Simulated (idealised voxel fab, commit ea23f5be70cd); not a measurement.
Process module name: voxel self aligned vias
For reference, the cross-section in this document is cut, with width 235 nm and square cells of 5 nm.
If you're reading a cross-section in this doc, picture square cells in a grid; it comes to you as bands, top ones listed first down to the bottom, and a band can be one or more rows of cells.
Top height, bottom height, nm. Materials left to right, width each, nm. Single material + "all across" = fills band edge to edge. "empty" = empty.
All heights in this document are referenced to 0, defined as the level beneath which the wafer, as received, consists entirely of one material. The lowest band is not bounded below; it extends indefinitely downward and is written in the form "0 nm and below".
Note: "30->40" means the width goes from the first number (top row of the band) to the second number (bottom row) in equal steps per row of cells.
When a step is marked "left unchanged", none of the cells in the cross-section changed during that step.
The entry "Enclosed void catalog" lists the empty spaces that cover at least 8 cells and have no open path to the top. Each is written as width x height at distance, where the distance is measured from the left edge and all three values are in nm.
Post-settings text on a step line: simulator's own remark regarding the step.
For masked steps, "overlay nm" on the step line gives how far right of plan the mask actually lay; a minus sign means it lay to the left.

**The following list gives the planned process steps**
| 1 | RECEIVE (material Si) |
| 2 | CONFORMAL_DEP (material SiO2; thk nm 10) |
| 3 | CONFORMAL_DEP (material SiCN; thk nm 5) |
| 4 | DIRECTIONAL_DEP (material SiO2; thk nm 20) |
| 5 | PATTERN (tone open; mask id LINES; material resist; width nm 20; pitch nm 60; thk nm 20; overlay nm 0) |
| 6 | DIRECTIONAL_ETCH (etch materials SiO2; depth nm 20) |
| 7 | STRIP (etch materials resist) |
| 8 | CONFORMAL_DEP (material TiN; thk nm 5) |
| 9 | FILL_DEP (material Ru; thk nm 5) |
| 10 | CMP (height nm 35) |
| 11 | SELECTIVE_ETCH (etch materials W Ru TiN; depth nm 10) |
| 12 | FILL_DEP (material SiN; thk nm 5) |
| 13 | CMP (height nm 25) |
| 14 | DIRECTIONAL_DEP (material SiO2; thk nm 20) |
| 15 | DIRECTIONAL_DEP (material aC; thk nm 15) |
| 16 | PATTERN (tone open; mask id VIAS; material resist; width nm 30; thk nm 35; overlay nm 0) |
| 17 | DIRECTIONAL_ETCH (etch materials aC; depth nm 15) |
| 18 | STRIP (etch materials resist) |
| 19 | DIRECTIONAL_ETCH (etch materials SiO2; depth nm 20) |
| 20 | DIRECTIONAL_ETCH (etch materials SiN; depth nm 10) |
| 21 | STRIP (etch materials aC) |
| 22 | CONFORMAL_DEP (material TiN; thk nm 5) |
| 23 | FILL_DEP (material Ru; thk nm 5) |
| 24 | CMP (height nm 55) |
| 25 | CONFORMAL_DEP (material SiN; thk nm 5) |
For this document, wafers share an identical start and vary in the step 13 height nm; the plan quotes the first wafer's value.

**The as-received cross-section of the first of several wafers corresponds to the state after step 1**
	0 nm and below = Si all across
	Enclosed void catalog: none

**Heads up, this table goes wafer by wafer. A row tells you, at the end of the module, how many cells of each material that wafer has put on (+) or dropped (-) since it was received, and then its closed voids**
height nm 25 | +67 Ru | +47 SiCN | +47 SiN | +336 SiO2 | +67 TiN | Enclosed void catalog: none
height nm 30 | +22 Ru | +47 SiCN | +51 SiN | +375 SiO2 | +69 TiN | Enclosed void catalog: none
height nm 35 | +20 Ru | +47 SiCN | +55 SiN | +414 SiO2 | +28 TiN | Enclosed void catalog: none
height nm 40 | +18 Ru | +47 SiCN | +100 SiN | +373 SiO2 | +26 TiN | Enclosed void catalog: none
